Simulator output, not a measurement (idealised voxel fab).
Process module under the name voxel wiring stack
For reference, the cross-section in this document is cut, with width 180 nm and square cells of 5 nm.
Cross-section, as written here: a square-cell grid given band by band from the top down, where a band holds one or more rows of cells. Band entry format. Leading values: height of top, height of bottom, nm. Remainder: materials in left-to-right order, each with its width in nm. Special words: "full width" on a single material, which then fills the band edge to edge; "empty", empty space. Below 0: as-received wafer, all one material; heights counted from there. Lowest band: no bottom, goes on down, written "z 0 and below". Width: "30 to 40" (first number = top row, second number = bottom row, same change from row to row of cells). Reading "everything unchanged" for a step: not a cell of the cross-section changed in it. Closed empty spaces (no open way to the top) of 8 cells or more are what "Voids, sealed" lists, each as width x height at distance from the left edge, nm for all three. Where a step's line continues beyond its settings, the continuation is a remark by the simulator itself on that step. Each step line may optionally specify "overlay nm", which for a step with a mask gives the rightward distance between the mask's planned place and where it lay, a negative value indicating the leftward direction.
[The process steps that were planned are listed below]
1,RECEIVE (material Si)
2,CONFORMAL_DEP (material SiO2; thk nm 10)
3,DIRECTIONAL_DEP (material TiN; thk nm 5)
4,DIRECTIONAL_DEP (material Ru; thk nm 15)
5,MASKED_ETCH (tone cover; mask id METAL_1; width nm 30; pitch nm 50; etch materials Ru; depth nm 15; overlay nm 0)
6,MASKED_ETCH (tone cover; mask id METAL_1; width nm 30; pitch nm 50; etch materials TiN; depth nm 5; overlay nm 0)
7,CONFORMAL_DEP (material SiCN; thk nm 5)
8,FILL_DEP (material SiO2; thk nm 10)
9,CMP (height nm 30)
10,CONFORMAL_DEP (material SiCN; thk nm 5)
11,DIRECTIONAL_DEP (material SiO2; thk nm 30)
12,MASKED_ETCH (tone open; mask id METAL_2_HOLES; width nm 15; pitch nm 50; etch materials SiO2; depth nm 30; overlay nm 0)
13,PATTERN (tone open; mask id METAL_2; material resist; width nm 30; pitch nm 50; thk nm 20; overlay nm 0)
14,DIRECTIONAL_ETCH (etch materials SiO2; depth nm 20)
15,DIRECTIONAL_ETCH (etch materials SiCN; depth nm 5)
16,STRIP (etch materials resist)
17,CONFORMAL_DEP (material TiN; thk nm 5)
18,FILL_DEP (material Ru; thk nm 5)
19,CMP (height nm 65)
20,CONFORMAL_DEP (material SiCN; thk nm 5)
21,DIRECTIONAL_DEP (material SiO2; thk nm 25)
22,PATTERN (tone open; mask id METAL_3; material resist; width nm 30; pitch nm 50; thk nm 20; overlay nm 0)
23,DIRECTIONAL_ETCH (etch materials SiO2; depth nm 15)
24,STRIP (etch materials resist)
25,MASKED_ETCH (tone open; mask id METAL_3_HOLES; width nm 15; etch materials SiO2; depth nm 10; overlay nm 0)
26,MASKED_ETCH (tone open; mask id METAL_3_HOLES; width nm 15; etch materials SiCN; depth nm 5; overlay nm 0)
27,CONFORMAL_DEP (material TiN; thk nm 5)
28,FILL_DEP (material Ru; thk nm 10)
29,CMP (height nm 95)
30,CONFORMAL_DEP (material SiCN; thk nm 5)
31,DIRECTIONAL_DEP (material lowk; thk nm 35)
32,MASKED_ETCH (tone open; mask id METAL_4; width nm 30; pitch nm 50; etch materials lowk; depth nm 20; overlay nm 0)
33,MASKED_ETCH (tone open; mask id METAL_4_HOLES; width nm 15; pitch nm 50; etch materials lowk; depth nm 15; overlay nm 0)
34,MASKED_ETCH (tone open; mask id METAL_4_HOLES; width nm 15; pitch nm 50; etch materials SiCN; depth nm 5; overlay nm 0)
35,CONFORMAL_DEP (material TiN; thk nm 5)
36,FILL_DEP (material Ru; thk nm 5)
37,CMP (height nm 135)
38,CONFORMAL_DEP (material SiCN; thk nm 5)
[Cross-section of the wafer as it came to us, i.e., already through step 1]
* z 0 and below: Si full width
* Voids, sealed: none
[Cross-sectional image of the first of two wafers at the end of the module, the run having proceeded as planned]
* z 140 to 135: SiCN full width
* z 135 to 120: 50 lowk  5 TiN  20 Ru  5 TiN  20 lowk  5 TiN  20 Ru  5 TiN  50 lowk
* z 120 to 115: 50 lowk  5 TiN  5 Ru  20 TiN  20 lowk  5 TiN  5 Ru  20 TiN  50 lowk
* z 115 to 100: 50 lowk  5 TiN  5 Ru  5 TiN  35 lowk  5 TiN  5 Ru  5 TiN  65 lowk
* z 100 to 95: 50 SiCN  15 TiN  35 SiCN  15 TiN  65 SiCN
* z 95 to 85: 50 SiO2  5 TiN  20 Ru  5 TiN  20 SiO2  5 TiN  20 Ru  5 TiN  50 SiO2
* z 85 to 80: 50 SiO2  5 TiN  5 Ru  20 TiN  20 SiO2  30 TiN  50 SiO2
* z 80 to 70: 50 SiO2  5 TiN  5 Ru  5 TiN  115 SiO2
* z 70 to 65: 50 SiCN  15 TiN  115 SiCN
* z 65 to 50: 50 SiO2  5 TiN  20 Ru  5 TiN  20 SiO2  5 TiN  20 Ru  5 TiN  50 SiO2
* z 50 to 45: 50 SiO2  5 TiN  5 Ru  20 TiN  20 SiO2  5 TiN  5 Ru  20 TiN  50 SiO2
* z 45 to 35: 50 SiO2  5 TiN  5 Ru  5 TiN  35 SiO2  5 TiN  5 Ru  5 TiN  65 SiO2
* z 35 to 30: 50 SiCN  15 TiN  35 SiCN  15 TiN  65 SiCN
* z 30 to 15: 45 SiO2  5 SiCN  30 Ru  5 SiCN  10 SiO2  5 SiCN  30 Ru  5 SiCN  45 SiO2
* z 15 to 10: 50 SiCN  30 TiN  20 SiCN  30 TiN  50 SiCN
* z 10 to 0: SiO2 full width
* z 0 and below: Si full width
* Voids, sealed: none
[Cross-sectional view: second of two wafers, end of module; start and plan identical to the first, one mistake in running]
* z 140 to 135: SiCN full width
* z 135 to 120: 50 lowk  5 TiN  20 Ru  5 TiN  20 lowk  5 TiN  20 Ru  5 TiN  50 lowk
* z 120 to 115: 50 lowk  5 TiN  5 Ru  20 TiN  20 lowk  5 TiN  5 Ru  20 TiN  50 lowk
* z 115 to 100: 50 lowk  5 TiN  5 Ru  5 TiN  35 lowk  5 TiN  5 Ru  5 TiN  65 lowk
* z 100 to 95: 50 SiCN  15 TiN  35 SiCN  15 TiN  65 SiCN
* z 95 to 85: 50 SiO2  5 TiN  20 Ru  5 TiN  20 SiO2  5 TiN  20 Ru  5 TiN  50 SiO2
* z 85 to 80: 50 SiO2  5 TiN  5 Ru  20 TiN  20 SiO2  30 TiN  50 SiO2
* z 80 to 75: 50 SiO2  5 TiN  5 Ru  5 TiN  115 SiO2
* z 75 to 70: 50 SiO2  15 TiN  115 SiO2
* z 70 to 65: 60 SiCN  5 TiN  115 SiCN
* z 65 to 50: 50 SiO2  5 TiN  20 Ru  5 TiN  20 SiO2  5 TiN  20 Ru  5 TiN  50 SiO2
* z 50 to 45: 50 SiO2  5 TiN  5 Ru  20 TiN  20 SiO2  5 TiN  5 Ru  20 TiN  50 SiO2
* z 45 to 35: 50 SiO2  5 TiN  5 Ru  5 TiN  35 SiO2  5 TiN  5 Ru  5 TiN  65 SiO2
* z 35 to 30: 50 SiCN  15 TiN  35 SiCN  15 TiN  65 SiCN
* z 30 to 15: 45 SiO2  5 SiCN  30 Ru  5 SiCN  10 SiO2  5 SiCN  30 Ru  5 SiCN  45 SiO2
* z 15 to 10: 50 SiCN  30 TiN  20 SiCN  30 TiN  50 SiCN
* z 10 to 0: SiO2 full width
* z 0 and below: Si full width
* Voids, sealed: none
Want to know what went wrong? step 26 did not use the planned setting and instead ran as MASKED_ETCH (tone open; mask id METAL_3_HOLES; width nm 15; etch materials SiCN; depth nm 5; overlay nm 10)
At the finish, the second wafer shows more or fewer cells for some materials than the first does: 1 fewer of Ru; 2 more of SiCN; 1 fewer of TiN
